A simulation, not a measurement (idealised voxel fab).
Documented hereafter: the process module known as voxel quadruple lines.
Cross-section cut spans 290 nm and uses square cells 5 nm in size.
Format of a cross-section: grid, square cells. Given as bands. Order: top down. Band: one or more rows of cells. Look at the band entry: it leads with the top's height and the bottom's height in nm. Then it lists the materials left to right, with a width in nm for each. The word "full width" on a single material says that material fills the band edge to edge. The word "empty" is empty space. The level at which height equals 0 is the one under which the wafer, as it arrives, is entirely one material. No lower edge exists for the bottom band, which continues downward and is notated as in "0 -> down". Graded width ("30 to 40"): value in top row of band = first number; value in bottom row = second number; row-to-row change constant. "no modification" (step): cross-section cells unchanged, all of them. Sealed-off cavities: empty space of 8 cells or more with no open way to the top, each as width x height at its distance from the left edge, in nm. What comes after the settings on a step's line is commentary from the simulator itself on that step. Steps that use a mask can have "overlay nm" on their line. It says how far the mask sat to the right of where it was meant to be. Negative means to the left.
[Planned process steps]
1: RECEIVE (material Si)
2: CONFORMAL_DEP (material Al2O3; thk nm 10)
3: DIRECTIONAL_DEP (material Ru; thk nm 10)
4: DIRECTIONAL_DEP (material polySi; thk nm 20)
5: DIRECTIONAL_DEP (material aC; thk nm 20)
6: PATTERN (tone cover; mask id MANDREL; material resist; width nm 25; thk nm 25; overlay nm 0)
7: DIRECTIONAL_ETCH (etch materials aC; depth nm 20)
8: STRIP (etch materials resist)
9: CONFORMAL_DEP (material SiO2; thk nm 15)
10: DIRECTIONAL_ETCH (etch materials SiO2; depth nm 15)
11: STRIP (etch materials aC)
12: DIRECTIONAL_ETCH (etch materials polySi; depth nm 20)
13: STRIP (etch materials SiO2)
14: CONFORMAL_DEP (material SiN; thk nm 5)
15: DIRECTIONAL_ETCH (etch materials SiN; depth nm 5)
16: STRIP (etch materials polySi)
17: DIRECTIONAL_ETCH (etch materials Ru; depth nm 10)
18: STRIP (etch materials SiN)
[Wafer cross-section on receipt, i.e. after step 1]
* 0 -> down  Si full width
* Sealed-off cavities: none
[Starting structure and process plan are as shown above, but one mistake was made in running the module; the wafer cross-section at the end of the module follows]
* 40 -> 35  empty 115 nm; polySi 15 nm; empty 25 nm; polySi 15 nm; empty 120 nm
* 35 -> 20  empty 110 nm; Ru 5 nm; polySi 15 nm; Ru 5 nm; empty 15 nm; Ru 5 nm; polySi 15 nm; Ru 5 nm; empty 115 nm
* 20 -> 15  empty 110 nm; Ru 25 nm; empty 15 nm; Ru 25 nm; empty 115 nm
* 15 -> 10  Ru full width
* 10 -> 0  Al2O3 full width
* 0 -> down  Si full width
* Sealed-off cavities: none
Misprocessing identified: in deviation from the planned setting, step 14 was conducted as CONFORMAL_DEP (material Ru; thk nm 5)
